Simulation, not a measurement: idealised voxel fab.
process module | voxel released beams
For reference, the cross-section in this document is cut, with width 290 nm and square cells of 5 nm.
This document writes a cross-section as a grid whose cells are square, and gives it as bands, listed from the top down; one or more rows of cells form a band.
Read a band's entry like this: the first values are the height of its top and the height of its bottom in nm, and what follows is the sequence of materials from left to right, each with its width in nm. Note that "air" is empty space, and that a single material marked "throughout" reaches across the band from edge to edge.
Heights are measured from 0, the level below which the as-received wafer is all one material; the lowest band has no bottom and continues downward, written as in "0..down".
Think of "30 to 40" as a width that walks from the first number to the second as you go down the band, top row to bottom row, taking equal-sized steps from row to row.
Any step labelled "everything unchanged" changed none of the cells in the cross-section.
In "Voids, sealed" the enclosed voids are listed, meaning empty spaces of 8 cells or larger without any opening to the top. The form is width x height at distance, distance from the left edge, units nm.
Formally, on a step line, whatever follows the settings is a remark that the simulator itself makes on the step.
overlay nm: on a step with a mask, how far right of its planned place the mask lay; negative means left.

**The following list gives the planned process steps**
| 1 | RECEIVE [material Si] |
| 2 | CONFORMAL_DEP [material Al2O3] [thk nm 10] |
| 3 | DIRECTIONAL_DEP [material SiO2] [thk nm 10] |
| 4 | PATTERN [tone open] [mask id ANCHOR] [material resist] [width nm 25] [thk nm 20] [overlay nm 0] |
| 5 | DIRECTIONAL_ETCH [etch materials SiO2] [depth nm 10] |
| 6 | STRIP [etch materials resist] |
| 7 | CONFORMAL_DEP [material SiN] [thk nm 10] |
| 8 | MASKED_ETCH [tone cover] [mask id BEAM] [width nm 80] [etch materials SiN] [depth nm 10] [overlay nm 0] |
| 9 | STRIP [etch materials SiO2] |

**Account of the first of two wafers, which was processed as intended**

**Delivered wafer in cross-section: state after step 1**
  0..down  Si throughout
  Voids, sealed: none

**Wafer section view after processing step 2**
  10..0  Al2O3 throughout
  Under the height 0 nothing was changed.

**Wafer section view after processing step 3**
  20..10  SiO2 throughout
  Under the height 10 nothing was changed.

**Wafer section view after processing step 4**
  40..20  105 of resist, 25 of air, 160 of resist
  Under the height 20 nothing was changed.

**Wafer section view after processing step 5**
  40..20  105 of resist, 25 of air, 160 of resist
  20..10  105 of SiO2, 25 of air, 160 of SiO2
  Under the height 10 nothing was changed.

**Wafer section view after processing step 6**
  20..10  105 of SiO2, 25 of air, 160 of SiO2
  Under the height 10 nothing was changed.

**Wafer section view after processing step 7**
  30..20  115 of SiN, 5 of air, 170 of SiN
  20..10  105 of SiO2, 25 of SiN, 160 of SiO2
  Under the height 10 nothing was changed.

**Wafer section view after processing step 8**
  30..20  100 of air, 15 of SiN, 5 of air, 60 of SiN, 110 of air
  Under the height 20 nothing was changed.

**Wafer section view after processing step 9**
  30..20  100 of air, 15 of SiN, 5 of air, 60 of SiN, 110 of air
  20..10  105 of air, 25 of SiN, 160 of air
  Under the height 10 nothing was changed.

**Second wafer. Start and plan as for the first. One mistake made in running. Agrees with the first up to and including step 7**

**Cross-section of the second wafer at the time step 8 of the plan should have ended**
  30..20  105 of air, 10 of SiN, 5 of air, 65 of SiN, 105 of air
  Under the height 20 nothing was changed.

**Cross-section of the second wafer at the time step 9 of the plan should have ended**
  30..20  105 of air, 10 of SiN, 5 of air, 65 of SiN, 105 of air
  20..10  105 of air, 25 of SiN, 160 of air
  Under the height 10 nothing was changed.
Deviation from plan: so step 8 ended up running with a different setting than we planned, it ran as MASKED_ETCH [tone cover] [mask id BEAM] [width nm 80] [etch materials SiN] [depth nm 10] [overlay nm 5]
Final wafers compared: equal cell tally per material, rearranged layout.
